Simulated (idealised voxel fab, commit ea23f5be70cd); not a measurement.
The following process module bears the name voxel self aligned vias.
The width of the displayed cross-section, cut, is 270 nm; its cells are square, with a size of 5 nm.
The cross-sections in this document take the form of a grid made of square cells. They are written out as bands, in order from top to bottom. Each band consists of one or more rows of cells. It is stipulated that each band's entry specify, in nanometres, the height of the top of the band and then that of its bottom, followed by the materials of the band in left-to-right sequence, each together with its width in nanometres. A single material marked by the word "all across" is understood to fill the band from edge to edge; the word "empty" is understood to denote empty space. Measure heights from 0. That's the level where, below it, the as-received wafer is all one material. The lowest band is bottomless and extends downward; write it as in "top 0, no bottom". Top row gets the first number, bottom row gets the second, and each row in between changes by the same step: that is how a band width like "30 to 40" works. "nothing changed" after a step means that no cell of the cross-section changed. If an empty space has no open way to the top and is at least 8 cells in size, "Voids lacking openings" lists it, written width x height at distance, where distance is measured from the left edge and every value is in nm. after a step's settings: what the simulator itself notes on the step. When a step includes a mask, the "overlay nm" setting on its line states how far to the right of its planned place that mask lay, and negative values state how far to the left.
## Process steps foreseen in the plan
- 1: RECEIVE | material Si
- 2: CONFORMAL_DEP | material SiO2 | thk nm 15
- 3: CONFORMAL_DEP | material SiCN | thk nm 5
- 4: DIRECTIONAL_DEP | material lowk | thk nm 30
- 5: MASKED_ETCH | tone open | mask id LINES | width nm 25 | pitch nm 75 | etch materials lowk | depth nm 30 | overlay nm 0
- 6: CONFORMAL_DEP | material TiN | thk nm 5
- 7: FILL_DEP | material W | thk nm 10
- 8: CMP | height nm 50
- 9: SELECTIVE_ETCH | etch materials W Ru TiN | depth nm 5
- 10: FILL_DEP | material SiN | thk nm 5
- 11: CMP | height nm 50
- 12: DIRECTIONAL_DEP | material lowk | thk nm 15
- 13: MASKED_ETCH | tone open | mask id VIAS | width nm 45 | pitch nm 75 | etch materials lowk | depth nm 15 | overlay nm 0
- 14: MASKED_ETCH | tone open | mask id VIAS | width nm 45 | pitch nm 75 | etch materials SiN | depth nm 5 | overlay nm 0
- 15: CONFORMAL_DEP | material TiN | thk nm 5
- 16: FILL_DEP | material Cu | thk nm 10
- 17: CMP | height nm 65
- 18: CONFORMAL_DEP | material SiN | thk nm 5
## Shown in cross-section is the wafer as received, that is, as it stands after step 1
> top 0, no bottom: Si all across
> Voids lacking openings: none
## One mistake in running the module, otherwise start and plan as above: cross-section at the end
> top 70, bottom 65: SiN all across
> top 65, bottom 55: lowk: 35, TiN: 5, Cu: 35, TiN: 5, lowk: 30, TiN: 5, Cu: 35, TiN: 5, lowk: 30, TiN: 5, Cu: 35, TiN: 5, lowk: 40
> top 55, bottom 50: lowk: 35, TiN: 15, Cu: 15, TiN: 15, lowk: 30, TiN: 15, Cu: 15, TiN: 15, lowk: 30, TiN: 15, Cu: 15, TiN: 15, lowk: 40
> top 50, bottom 45: lowk: 45, TiN: 25, lowk: 50, TiN: 25, lowk: 50, TiN: 25, lowk: 50
> top 45, bottom 40: lowk: 45, TiN: 5, W: 15, TiN: 5, lowk: 50, TiN: 5, W: 15, TiN: 5, lowk: 50, TiN: 5, W: 15, TiN: 5, lowk: 50
> top 40, bottom 35: lowk: 45, TiN: 25, lowk: 50, TiN: 25, lowk: 50, TiN: 25, lowk: 50
> top 35, bottom 30: SiCN all across
> top 30, bottom 0: SiO2 all across
> top 0, no bottom: Si all across
> Voids lacking openings: none
Here's what went sideways: step 2 of the plan was performed twice
